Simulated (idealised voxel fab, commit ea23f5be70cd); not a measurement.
Name of the process module below: voxel trench capacitor
Section cut is 235 nm wide and gridded with 5 nm square cells.
We lay out every cross-section as a grid of square cells and spell it out in bands from the top down, where one band means one or more rows of cells.
Within each band entry, the heights of the top and of the bottom of the band appear first, in that order and in nm; the materials of the band then follow from left to right, each with its corresponding width in nm. The designation "full width" on a single material indicates that it fills the band from edge to edge; the designation "blank" indicates empty space.
Heights are expressed relative to 0, this being the level below which the as-received wafer comprises one material exclusively. The lowest band is unbounded in the downward direction and is denoted as in "from 0 down".
So if you see something like "30..40" for the width, read it as the top row of the band sitting at the first number and the bottom row at the second, with every row in between moving by the same amount as the last.
Given "nothing was modified" for a step, no cell of the cross-section differs between before and after that step.
Empty spaces without an open route to the top, at least 8 cells in extent, make up the entry "Enclosed void inventory"; each is given as width x height at distance, where the distance is measured from the left edge, and all are in nm.
Text after the settings on a step's line: the simulator's own remark on that step.
The line of a step may include "overlay nm". On a step with a mask, this value is how far to the right of its planned place the mask lay. A negative value means the mask lay to the left.

Planned step list for the process
1: op RECEIVE | material Si
2: op CONFORMAL_DEP | material SiN | thk nm 10
3: op MASKED_ETCH | tone open | mask id TRENCH | width nm 15 | pitch nm 45 | etch materials SiN | depth nm 10 | overlay nm 0
4: op MASKED_ETCH | tone open | mask id TRENCH | width nm 15 | pitch nm 45 | etch materials Si | depth nm 25 | overlay nm 0
5: op CONFORMAL_DEP | material SiO2 | thk nm 5
6: op FILL_DEP | material polySi | thk nm 5
7: op CMP | height nm 10

Run as planned: first of two wafers

Wafer as received: cross-section following step 1
* from 0 down = Si full width
* Enclosed void inventory: none

Once step 2 is through, the wafer looks like this in cross-section
* from 10 to 0 = SiN full width
* Everything below 0 is unchanged.

Once step 3 is through, the wafer looks like this in cross-section
* from 10 to 0 = SiN=85, blank=15, SiN=30, blank=15, SiN=90
* Everything below 0 is unchanged.

Once step 4 is through, the wafer looks like this in cross-section
* from 10 to 0 = SiN=85, blank=15, SiN=30, blank=15, SiN=90
* from 0 to -25 = Si=85, blank=15, Si=30, blank=15, Si=90
* Everything below -25 is unchanged.

Once step 5 is through, the wafer looks like this in cross-section
* from 15 to 10 = SiO2=90, blank=5, SiO2=40, blank=5, SiO2=95
* from 10 to 0 = SiN=85, SiO2=5, blank=5, SiO2=5, SiN=30, SiO2=5, blank=5, SiO2=5, SiN=90
* from 0 to -20 = Si=85, SiO2=5, blank=5, SiO2=5, Si=30, SiO2=5, blank=5, SiO2=5, Si=90
* from -20 to -25 = Si=85, SiO2=15, Si=30, SiO2=15, Si=90
* Everything below -25 is unchanged.

Once step 6 is through, the wafer looks like this in cross-section
* from 20 to 15 = polySi full width
* from 15 to 10 = SiO2=90, polySi=5, SiO2=40, polySi=5, SiO2=95
* from 10 to 0 = SiN=85, SiO2=5, polySi=5, SiO2=5, SiN=30, SiO2=5, polySi=5, SiO2=5, SiN=90
* from 0 to -20 = Si=85, SiO2=5, polySi=5, SiO2=5, Si=30, SiO2=5, polySi=5, SiO2=5, Si=90
* Everything below -20 is unchanged.

Once step 7 is through, the wafer looks like this in cross-section
* from 10 to 0 = SiN=85, SiO2=5, polySi=5, SiO2=5, SiN=30, SiO2=5, polySi=5, SiO2=5, SiN=90
* Everything below 0 is unchanged.

For the second wafer, take the first wafer's start and plan, then add one mistake made in running it; everything through step 1, that step included, is shared with the first

Cross-section: second wafer, time at which step 2 was scheduled to end
* from 10 to 0 = polySi full width
* Everything below 0 is unchanged.

Cross-section: second wafer, time at which step 3 was scheduled to end: nothing was modified

Cross-section: second wafer, time at which step 4 was scheduled to end
* from 10 to 0 = polySi=85, blank=15, polySi=30, blank=15, polySi=90
* from 0 to -15 = Si=85, blank=15, Si=30, blank=15, Si=90
* Everything below -15 is unchanged.

Cross-section: second wafer, time at which step 5 was scheduled to end
* from 15 to 10 = SiO2=90, blank=5, SiO2=40, blank=5, SiO2=95
* from 10 to 0 = polySi=85, SiO2=5, blank=5, SiO2=5, polySi=30, SiO2=5, blank=5, SiO2=5, polySi=90
* from 0 to -10 = Si=85, SiO2=5, blank=5, SiO2=5, Si=30, SiO2=5, blank=5, SiO2=5, Si=90
* from -10 to -15 = Si=85, SiO2=15, Si=30, SiO2=15, Si=90
* Everything below -15 is unchanged.

Cross-section: second wafer, time at which step 6 was scheduled to end
* from 20 to 15 = polySi full width
* from 15 to 10 = SiO2=90, polySi=5, SiO2=40, polySi=5, SiO2=95
* from 10 to 0 = polySi=85, SiO2=5, polySi=5, SiO2=5, polySi=30, SiO2=5, polySi=5, SiO2=5, polySi=90
* from 0 to -10 = Si=85, SiO2=5, polySi=5, SiO2=5, Si=30, SiO2=5, polySi=5, SiO2=5, Si=90
* Everything below -10 is unchanged.

Cross-section: second wafer, time at which step 7 was scheduled to end
* from 10 to 0 = polySi=85, SiO2=5, polySi=5, SiO2=5, polySi=30, SiO2=5, polySi=5, SiO2=5, polySi=90
* Everything below 0 is unchanged.
It is concluded that the wafer was processed incorrectly with respect to the plan, in that step 2 ran differently from the plan; actual operation with settings: op CONFORMAL_DEP | material polySi | thk nm 10
At the finish, the second wafer shows more or fewer cells for some materials than the first does: +12 Si; -82 SiN; -8 SiO2; +78 polySi
